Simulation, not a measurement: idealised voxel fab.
process module | voxel ribs on slabs
cross-section cut | 150 nm wide | cells 5 nm
A cross-section is a grid of square cells, given in bands from the top down. A band is one or more rows of cells.
Each band's line starts with the height of the band's top and of its bottom, in nm. Then come its materials from left to right, each with its width in nm. One material with "throughout" fills the band from edge to edge. "air" is empty space.
Height 0 is the level under which the wafer as received is all one material. The lowest band goes on downwards, as in "0 down".
A width such as "30 to 40" changes by the same amount from each row of cells to the next, from the band's top row to its bottom row.
"no change" after a step means that no cell of the cross-section changed.
closed voids: empty space of 8 cells or more with no open way to the top, each as width x height at its distance from the left edge, in nm
after a step's settings: what the simulator itself notes on the step
overlay nm, on a step with a mask: how far to the right of its planned place the mask lay; to the left if negative
plan
1 op RECEIVE | material Si
2 op DIRECTIONAL_DEP | material SiO2 | thk nm 25
3 op DIRECTIONAL_DEP | material polySi | thk nm 15
4 op DIRECTIONAL_DEP | material aC | thk nm 10
5 op PATTERN | tone cover | mask id RIB | material resist | width nm 25 | thk nm 25 | overlay nm 0
6 op DIRECTIONAL_ETCH | etch materials aC | depth nm 10
7 op STRIP | etch materials resist
8 op DIRECTIONAL_ETCH | etch materials polySi | depth nm 10
9 op STRIP | etch materials aC
10 op PATTERN | tone cover | mask id SLAB | material resist | width nm 85 | thk nm 20 | overlay nm 0
11 op DIRECTIONAL_ETCH | etch materials polySi | depth nm 5
12 op STRIP | etch materials resist
13 op FILL_DEP | material SiO2 | thk nm 25
14 op CMP | height nm 60
15 op DIRECTIONAL_DEP | material W | thk nm 5
16 op DIRECTIONAL_DEP | material aC | thk nm 15
17 op PATTERN | tone cover | mask id HEATER | material resist | width nm 35 | thk nm 30 | overlay nm 0
18 op DIRECTIONAL_ETCH | etch materials aC | depth nm 15
19 op STRIP | etch materials resist
20 op DIRECTIONAL_ETCH | etch materials W | depth nm 5
21 op STRIP | etch materials aC
22 op CONFORMAL_DEP | material SiO2 | thk nm 5
first wafer, as planned
as received, after step 1
  0 down: Si throughout
  closed voids: none
after step 2
  25 to 0: SiO2 throughout
  below 0: unchanged
after step 3
  40 to 25: polySi throughout
  below 25: unchanged
after step 4
  50 to 40: aC throughout
  below 40: unchanged
after step 5
  75 to 50: air 60 | resist 25 | air 65
  below 50: unchanged
after step 6
  65 to 50: air 60 | resist 25 | air 65
  50 to 40: air 60 | aC 25 | air 65
  below 40: unchanged
after step 7
  50 to 40: air 60 | aC 25 | air 65
  below 40: unchanged
after step 8
  50 to 40: air 60 | aC 25 | air 65
  40 to 30: air 60 | polySi 25 | air 65
  below 30: unchanged
after step 9
  40 to 30: air 60 | polySi 25 | air 65
  below 30: unchanged
after step 10
  60 to 40: air 30 | resist 85 | air 35
  40 to 30: air 30 | resist 30 | polySi 25 | resist 30 | air 35
  below 30: unchanged
after step 11
  60 to 40: air 30 | resist 85 | air 35
  40 to 30: air 30 | resist 30 | polySi 25 | resist 30 | air 35
  30 to 25: air 30 | polySi 85 | air 35
  below 25: unchanged
after step 12
  40 to 30: air 60 | polySi 25 | air 65
  below 30: unchanged
after step 13
  65 to 40: SiO2 throughout
  40 to 30: SiO2 60 | polySi 25 | SiO2 65
  30 to 25: SiO2 30 | polySi 85 | SiO2 35
  below 25: unchanged
after step 14
  60 to 40: SiO2 throughout
  below 40: unchanged
after step 15
  65 to 60: W throughout
  below 60: unchanged
after step 16
  80 to 65: aC throughout
  below 65: unchanged
after step 17
  110 to 80: air 55 | resist 35 | air 60
  below 80: unchanged
after step 18
  95 to 80: air 55 | resist 35 | air 60
  80 to 65: air 55 | aC 35 | air 60
  below 65: unchanged
after step 19
  80 to 65: air 55 | aC 35 | air 60
  below 65: unchanged
after step 20
  80 to 65: air 55 | aC 35 | air 60
  65 to 60: air 55 | W 35 | air 60
  below 60: unchanged
after step 21
  65 to 60: air 55 | W 35 | air 60
  below 60: unchanged
after step 22
  70 to 65: air 50 | SiO2 45 | air 55
  65 to 60: SiO2 55 | W 35 | SiO2 60
  below 60: unchanged
second wafer: like start, like plan, one mistake. Through step 4 it matches the first wafer
when step 5 should have ended
  75 to 50: air 65 | resist 20 | air 65
  below 50: unchanged
when step 6 should have ended
  65 to 50: air 65 | resist 20 | air 65
  50 to 40: air 65 | aC 20 | air 65
  below 40: unchanged
when step 7 should have ended
  50 to 40: air 65 | aC 20 | air 65
  below 40: unchanged
when step 8 should have ended
  50 to 40: air 65 | aC 20 | air 65
  40 to 30: air 65 | polySi 20 | air 65
  below 30: unchanged
when step 9 should have ended
  40 to 30: air 65 | polySi 20 | air 65
  below 30: unchanged
when step 10 should have ended
  60 to 40: air 30 | resist 85 | air 35
  40 to 30: air 30 | resist 35 | polySi 20 | resist 30 | air 35
  below 30: unchanged
when step 11 should have ended
  60 to 40: air 30 | resist 85 | air 35
  40 to 30: air 30 | resist 35 | polySi 20 | resist 30 | air 35
  30 to 25: air 30 | polySi 85 | air 35
  below 25: unchanged
when step 12 should have ended
  40 to 30: air 65 | polySi 20 | air 65
  below 30: unchanged
when step 13 should have ended
  65 to 40: SiO2 throughout
  40 to 30: SiO2 65 | polySi 20 | SiO2 65
  30 to 25: SiO2 30 | polySi 85 | SiO2 35
  below 25: unchanged
when step 14 should have ended
  60 to 40: SiO2 throughout
  below 40: unchanged
when step 15 should have ended
  65 to 60: W throughout
  below 60: unchanged
when step 16 should have ended
  80 to 65: aC throughout
  below 65: unchanged
when step 17 should have ended
  110 to 80: air 55 | resist 35 | air 60
  below 80: unchanged
when step 18 should have ended
  95 to 80: air 55 | resist 35 | air 60
  80 to 65: air 55 | aC 35 | air 60
  below 65: unchanged
when step 19 should have ended
  80 to 65: air 55 | aC 35 | air 60
  below 65: unchanged
when step 20 should have ended
  80 to 65: air 55 | aC 35 | air 60
  65 to 60: air 55 | W 35 | air 60
  below 60: unchanged
when step 21 should have ended
  65 to 60: air 55 | W 35 | air 60
  below 60: unchanged
when step 22 should have ended
  70 to 65: air 50 | SiO2 45 | air 55
  65 to 60: SiO2 55 | W 35 | SiO2 60
  below 60: unchanged
what went wrong: step 5 ran as: op PATTERN | tone cover | mask id RIB | material resist | width nm 20 | thk nm 25 | overlay nm 0
at the end the second wafer has, in cells: 2 more of SiO2 | 2 fewer of polySi
